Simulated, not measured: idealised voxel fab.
process module | voxel self aligned contacts
In the cross-section labelled cut, the width is 230 nm and each square cell is 5 nm.
Cross-section = grid of square cells, listed top down in bands; band = one or more rows. Quick guide to a band line: top height, bottom height (nm) up front; then every material left to right with its width in nm. Only one material and it's marked "edge to edge"? Then it fills the band edge to edge. And "blank" just means empty space. The level at which height equals 0 is the one under which the wafer, as it arrives, is entirely one material. No lower edge exists for the bottom band, which continues downward and is notated as in "top 0, no bottom". Width spec "30 to 40" -> top row of cells at first value, bottom row at second value, equal per-row change in between. "nothing different" -> step changed no cross-section cell. The label "Sealed cavities" introduces a list of the empty spaces, 8 cells or larger, that have no open way up to the top; each entry in it reads width x height at distance, where the distance is taken from the left edge and all three are stated in nm. Text after the settings on a step's line: the simulator's own remark on that step. What "overlay nm" on a step's line means: if the step has a mask, that mask lay this far to the right of its planned place, or, when the value is negative, to the left.
So here's the lineup of process steps we planned:
1) RECEIVE,material Si
2) OXIDIZE,depth nm 5
3) DIRECTIONAL_DEP,material polySi,thk nm 30
4) DIRECTIONAL_DEP,material SiN,thk nm 25
5) PATTERN,tone cover,mask id GATE,material resist,width nm 30,pitch nm 65,thk nm 20,overlay nm 0
6) DIRECTIONAL_ETCH,etch materials SiN,depth nm 25
7) DIRECTIONAL_ETCH,etch materials polySi,depth nm 30
8) STRIP,etch materials resist
9) CONFORMAL_DEP,material SiN,thk nm 10
10) DIRECTIONAL_ETCH,etch materials SiN,depth nm 10
11) FILL_DEP,material SiO2,thk nm 20
12) CMP,height nm 65
13) DIRECTIONAL_DEP,material aC,thk nm 15
14) PATTERN,tone open,mask id CONTACT,material resist,width nm 45,pitch nm 65,thk nm 35,overlay nm 0
15) DIRECTIONAL_ETCH,etch materials aC,depth nm 15
16) STRIP,etch materials resist
17) DIRECTIONAL_ETCH,etch materials SiO2,depth nm 70
18) STRIP,etch materials aC
19) CONFORMAL_DEP,material TiN,thk nm 5
20) FILL_DEP,material W,thk nm 10
21) CMP,height nm 65
22) CONFORMAL_DEP,material SiCN,thk nm 5
What follows covers the first of two wafers; it ran as planned:
So this is the incoming wafer in cross-section - it's already been through step 1:
* top 0, no bottom | Si edge to edge
* Sealed cavities: none
Cross-section of the wafer after step 2:
* top 0, bottom -5 | SiO2 edge to edge
* below -5: unchanged
Cross-section of the wafer after step 3:
* top 30, bottom 0 | polySi edge to edge
* below 0: unchanged
Cross-section of the wafer after step 4:
* top 55, bottom 30 | SiN edge to edge
* below 30: unchanged
Cross-section of the wafer after step 5:
* top 75, bottom 55 | 35 blank, then 30 resist, then 35 blank, then 30 resist, then 35 blank, then 30 resist, then 35 blank
* below 55: unchanged
Cross-section of the wafer after step 6:
* top 75, bottom 55 | 35 blank, then 30 resist, then 35 blank, then 30 resist, then 35 blank, then 30 resist, then 35 blank
* top 55, bottom 30 | 35 blank, then 30 SiN, then 35 blank, then 30 SiN, then 35 blank, then 30 SiN, then 35 blank
* below 30: unchanged
Cross-section of the wafer after step 7:
* top 75, bottom 55 | 35 blank, then 30 resist, then 35 blank, then 30 resist, then 35 blank, then 30 resist, then 35 blank
* top 55, bottom 30 | 35 blank, then 30 SiN, then 35 blank, then 30 SiN, then 35 blank, then 30 SiN, then 35 blank
* top 30, bottom 0 | 35 blank, then 30 polySi, then 35 blank, then 30 polySi, then 35 blank, then 30 polySi, then 35 blank
* below 0: unchanged
Cross-section of the wafer after step 8:
* top 55, bottom 30 | 35 blank, then 30 SiN, then 35 blank, then 30 SiN, then 35 blank, then 30 SiN, then 35 blank
* below 30: unchanged
Cross-section of the wafer after step 9:
* top 65, bottom 30 | 25 blank, then 50 SiN, then 15 blank, then 50 SiN, then 15 blank, then 50 SiN, then 25 blank
* top 30, bottom 10 | 25 blank, then 10 SiN, then 30 polySi, then 10 SiN, then 15 blank, then 10 SiN, then 30 polySi, then 10 SiN, then 15 blank, then 10 SiN, then 30 polySi, then 10 SiN, then 25 blank
* top 10, bottom 0 | 35 SiN, then 30 polySi, then 35 SiN, then 30 polySi, then 35 SiN, then 30 polySi, then 35 SiN
* below 0: unchanged
Cross-section of the wafer after step 10:
* top 55, bottom 30 | 25 blank, then 50 SiN, then 15 blank, then 50 SiN, then 15 blank, then 50 SiN, then 25 blank
* top 30, bottom 0 | 25 blank, then 10 SiN, then 30 polySi, then 10 SiN, then 15 blank, then 10 SiN, then 30 polySi, then 10 SiN, then 15 blank, then 10 SiN, then 30 polySi, then 10 SiN, then 25 blank
* below 0: unchanged
Cross-section of the wafer after step 11:
* top 75, bottom 55 | SiO2 edge to edge
* top 55, bottom 30 | 25 SiO2, then 50 SiN, then 15 SiO2, then 50 SiN, then 15 SiO2, then 50 SiN, then 25 SiO2
* top 30, bottom 0 | 25 SiO2, then 10 SiN, then 30 polySi, then 10 SiN, then 15 SiO2, then 10 SiN, then 30 polySi, then 10 SiN, then 15 SiO2, then 10 SiN, then 30 polySi, then 10 SiN, then 25 SiO2
* below 0: unchanged
Cross-section of the wafer after step 12:
* top 65, bottom 55 | SiO2 edge to edge
* below 55: unchanged
Cross-section of the wafer after step 13:
* top 80, bottom 65 | aC edge to edge
* below 65: unchanged
Cross-section of the wafer after step 14:
* top 115, bottom 80 | 60 resist, then 45 blank, then 20 resist, then 45 blank, then 60 resist
* below 80: unchanged
Cross-section of the wafer after step 15:
* top 100, bottom 80 | 60 resist, then 45 blank, then 20 resist, then 45 blank, then 60 resist
* top 80, bottom 65 | 60 aC, then 45 blank, then 20 aC, then 45 blank, then 60 aC
* below 65: unchanged
Cross-section of the wafer after step 16:
* top 80, bottom 65 | 60 aC, then 45 blank, then 20 aC, then 45 blank, then 60 aC
* below 65: unchanged
Cross-section of the wafer after step 17:
* top 80, bottom 65 | 60 aC, then 45 blank, then 20 aC, then 45 blank, then 60 aC
* top 65, bottom 55 | 60 SiO2, then 45 blank, then 20 SiO2, then 45 blank, then 60 SiO2
* top 55, bottom 30 | 25 SiO2, then 50 SiN, then 15 blank, then 50 SiN, then 15 blank, then 50 SiN, then 25 SiO2
* top 30, bottom 0 | 25 SiO2, then 10 SiN, then 30 polySi, then 10 SiN, then 15 blank, then 10 SiN, then 30 polySi, then 10 SiN, then 15 blank, then 10 SiN, then 30 polySi, then 10 SiN, then 25 SiO2
* top 0, bottom -5 | 75 SiO2, then 15 blank, then 50 SiO2, then 15 blank, then 75 SiO2
* below -5: unchanged
Cross-section of the wafer after step 18:
* top 65, bottom 55 | 60 SiO2, then 45 blank, then 20 SiO2, then 45 blank, then 60 SiO2
* below 55: unchanged
Cross-section of the wafer after step 19:
* top 70, bottom 65 | 65 TiN, then 35 blank, then 30 TiN, then 35 blank, then 65 TiN
* top 65, bottom 55 | 60 SiO2, then 5 to 20 TiN, then 35 to 5 blank, then 5 to 20 TiN, then 20 SiO2, then 5 to 20 TiN, then 35 to 5 blank, then 5 to 20 TiN, then 60 SiO2
* top 55, bottom 30 | 25 SiO2, then 50 SiN, then 5 TiN, then 5 blank, then 5 TiN, then 50 SiN, then 5 TiN, then 5 blank, then 5 TiN, then 50 SiN, then 25 SiO2
* top 30, bottom 0 | 25 SiO2, then 10 SiN, then 30 polySi, then 10 SiN, then 5 TiN, then 5 blank, then 5 TiN, then 10 SiN, then 30 polySi, then 10 SiN, then 5 TiN, then 5 blank, then 5 TiN, then 10 SiN, then 30 polySi, then 10 SiN, then 25 SiO2
* top 0, bottom -5 | 75 SiO2, then 15 TiN, then 50 SiO2, then 15 TiN, then 75 SiO2
* below -5: unchanged
Cross-section of the wafer after step 20:
* top 80, bottom 70 | W edge to edge
* top 70, bottom 65 | 65 TiN, then 35 W, then 30 TiN, then 35 W, then 65 TiN
* top 65, bottom 55 | 60 SiO2, then 5 to 20 TiN, then 35 to 5 W, then 5 to 20 TiN, then 20 SiO2, then 5 to 20 TiN, then 35 to 5 W, then 5 to 20 TiN, then 60 SiO2
* top 55, bottom 30 | 25 SiO2, then 50 SiN, then 5 TiN, then 5 W, then 5 TiN, then 50 SiN, then 5 TiN, then 5 W, then 5 TiN, then 50 SiN, then 25 SiO2
* top 30, bottom 0 | 25 SiO2, then 10 SiN, then 30 polySi, then 10 SiN, then 5 TiN, then 5 W, then 5 TiN, then 10 SiN, then 30 polySi, then 10 SiN, then 5 TiN, then 5 W, then 5 TiN, then 10 SiN, then 30 polySi, then 10 SiN, then 25 SiO2
* below 0: unchanged
Cross-section of the wafer after step 21:
* top 65, bottom 55 | 60 SiO2, then 5 to 20 TiN, then 35 to 5 W, then 5 to 20 TiN, then 20 SiO2, then 5 to 20 TiN, then 35 to 5 W, then 5 to 20 TiN, then 60 SiO2
* below 55: unchanged
Cross-section of the wafer after step 22:
* top 70, bottom 65 | SiCN edge to edge
* below 65: unchanged
Second Wafer (Identical Start and Plan, One Processing Error; Matches First Wafer Through Step 18):
Second wafer, cross-section, planned end of step 19:
* top 70, bottom 65 | 65 SiCN, then 35 blank, then 30 SiCN, then 35 blank, then 65 SiCN
* top 65, bottom 55 | 60 SiO2, then 5 to 20 SiCN, then 35 to 5 blank, then 5 to 20 SiCN, then 20 SiO2, then 5 to 20 SiCN, then 35 to 5 blank, then 5 to 20 SiCN, then 60 SiO2
* top 55, bottom 30 | 25 SiO2, then 50 SiN, then 5 SiCN, then 5 blank, then 5 SiCN, then 50 SiN, then 5 SiCN, then 5 blank, then 5 SiCN, then 50 SiN, then 25 SiO2
* top 30, bottom 0 | 25 SiO2, then 10 SiN, then 30 polySi, then 10 SiN, then 5 SiCN, then 5 blank, then 5 SiCN, then 10 SiN, then 30 polySi, then 10 SiN, then 5 SiCN, then 5 blank, then 5 SiCN, then 10 SiN, then 30 polySi, then 10 SiN, then 25 SiO2
* top 0, bottom -5 | 75 SiO2, then 15 SiCN, then 50 SiO2, then 15 SiCN, then 75 SiO2
* below -5: unchanged
Second wafer, cross-section, planned end of step 20:
* top 80, bottom 70 | W edge to edge
* top 70, bottom 65 | 65 SiCN, then 35 W, then 30 SiCN, then 35 W, then 65 SiCN
* top 65, bottom 55 | 60 SiO2, then 5 to 20 SiCN, then 35 to 5 W, then 5 to 20 SiCN, then 20 SiO2, then 5 to 20 SiCN, then 35 to 5 W, then 5 to 20 SiCN, then 60 SiO2
* top 55, bottom 30 | 25 SiO2, then 50 SiN, then 5 SiCN, then 5 W, then 5 SiCN, then 50 SiN, then 5 SiCN, then 5 W, then 5 SiCN, then 50 SiN, then 25 SiO2
* top 30, bottom 0 | 25 SiO2, then 10 SiN, then 30 polySi, then 10 SiN, then 5 SiCN, then 5 W, then 5 SiCN, then 10 SiN, then 30 polySi, then 10 SiN, then 5 SiCN, then 5 W, then 5 SiCN, then 10 SiN, then 30 polySi, then 10 SiN, then 25 SiO2
* below 0: unchanged
Second wafer, cross-section, planned end of step 21:
* top 65, bottom 55 | 60 SiO2, then 5 to 20 SiCN, then 35 to 5 W, then 5 to 20 SiCN, then 20 SiO2, then 5 to 20 SiCN, then 35 to 5 W, then 5 to 20 SiCN, then 60 SiO2
* below 55: unchanged
Second wafer, cross-section, planned end of step 22:
* top 70, bottom 65 | SiCN edge to edge
* below 65: unchanged
Diagnosis: step 19 ran with different settings than intended, the actual operation and settings being CONFORMAL_DEP,material SiCN,thk nm 5
Final wafer comparison in cells, second versus first, more or fewer per material: SiCN: 70 more; TiN: 70 fewer
